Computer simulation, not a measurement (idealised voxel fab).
process module | voxel lift off
cross-section cut | 300 nm wide | cells 5 nm
A cross-section is a grid of square cells, given in bands from the top down. A band is one or more rows of cells.
Each band's line starts with the height of the band's top and of its bottom, in nm. Then come its materials from left to right, each with its width in nm. One material with "throughout" fills the band from edge to edge. "air" is empty space.
Height 0 is the level under which the wafer as received is all one material. The lowest band goes on downwards, as in "0 down".
A width such as "30 to 40" changes by the same amount from each row of cells to the next, from the band's top row to its bottom row.
"no change" after a step means that no cell of the cross-section changed.
closed voids: empty space of 8 cells or more with no open way to the top, each as width x height at its distance from the left edge, in nm
after a step's settings: what the simulator itself notes on the step
overlay nm, on a step with a mask: how far to the right of its planned place the mask lay; to the left if negative
plan
1 op RECEIVE | material Si
2 op CONFORMAL_DEP | material SiN | thk nm 15
3 op PATTERN | tone open | mask id LINES | material resist | width nm 30 | pitch nm 60 | thk nm 20 | overlay nm 0
4 op DIRECTIONAL_DEP | material Ru | thk nm 10
5 op STRIP | etch materials resist
6 op CONFORMAL_DEP | material SiCN | thk nm 10
as received, after step 1
  0 down: Si throughout
  closed voids: none
a wafer at the end: this start, this plan, one mistake
  35 to 25: air 65 | SiCN 50 | air 10 | SiCN 50 | air 10 | SiCN 50 | air 65
  25 to 15: SiCN throughout
  15 to 0: SiN throughout
  0 down: Si throughout
  closed voids: none
what went wrong: step 4 ran as: op DIRECTIONAL_DEP | material SiCN | thk nm 10
